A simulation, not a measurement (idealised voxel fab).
Title: Process Module voxel released beams
This is section cut - it's 200 nm across, gridded in 5 nm square cells.
Each cross-section below is a grid of square cells, stated as bands in top-down order, with one or more rows of cells making up each band. Basically the band line says how high the top is and how high the bottom is, in nm, and then what's in it from left to right, every material with its width in nm. Empty space shows up as "empty", and if a single material carries "throughout" it runs the full band edge to edge. The reference from which all heights are counted is 0, the level beneath which the as-received wafer is entirely one material; the lowest band, having no lower bound, proceeds downward and is written after the example "0 down". Note: "30 to 40" means the width goes from the first number (top row of the band) to the second number (bottom row) in equal steps per row of cells. "remains unaltered", as given for a step, is the statement that not any cell of the cross-section underwent a change during that step. The entry "Closed internal cavities" lists the empty spaces that cover at least 8 cells and have no open path to the top. Each is written as width x height at distance, where the distance is measured from the left edge and all three values are in nm. Whatever follows a step's settings on its line is a remark the simulator itself makes about that step. "overlay nm" denotes, for a step that has a mask, the displacement of the mask to the right of its planned place, with negative values corresponding to the left.
## Planned step list for the process
step 1: RECEIVE with material Si
step 2: CONFORMAL_DEP with material SiN, thk nm 5
step 3: DIRECTIONAL_DEP with material SiO2, thk nm 20
step 4: MASKED_ETCH with tone open, mask id ANCHOR, width nm 35, etch materials SiO2, depth nm 20, overlay nm 0
step 5: CONFORMAL_DEP with material TiN, thk nm 15
step 6: DIRECTIONAL_DEP with material aC, thk nm 15
step 7: PATTERN with tone cover, mask id BEAM, material resist, width nm 90, thk nm 30, overlay nm 0
step 8: DIRECTIONAL_ETCH with etch materials aC, depth nm 15
step 9: STRIP with etch materials resist
step 10: DIRECTIONAL_ETCH with etch materials TiN, depth nm 15
step 11: STRIP with etch materials aC
step 12: STRIP with etch materials SiO2
## This is the cross-section of the wafer as we received it, i.e. after step 1
* 0 down = Si throughout
* Closed internal cavities: none
## Here's the cross-section of the first of our two wafers at the end of the module - it ran as planned
* 40 to 25 = 50 empty, then 20 TiN, then 5 empty, then 65 TiN, then 60 empty
* 25 to 20 = 55 empty, then 15 TiN, then 5 empty, then 15 TiN, then 110 empty
* 20 to 5 = 55 empty, then 35 TiN, then 110 empty
* 5 to 0 = SiN throughout
* 0 down = Si throughout
* Closed internal cavities: none
## Module end: cross-section of wafer two of two. Same start and process plan as the first wafer. One mistake during execution
* 55 to 40 = 50 empty, then 90 TiN, then 60 empty
* 40 to 25 = TiN throughout
* 25 to 5 = 55 SiO2, then 35 TiN, then 110 SiO2
* 5 to 0 = SiN throughout
* 0 down = Si throughout
* Closed internal cavities: none
The mistake made against the process plan was this: step 5, plan: ran twice
It is noted that, at the conclusion of processing, the second wafer exhibits a higher or lower cell count for certain materials relative to the first: SiO2: 132 more, TiN: 124 more
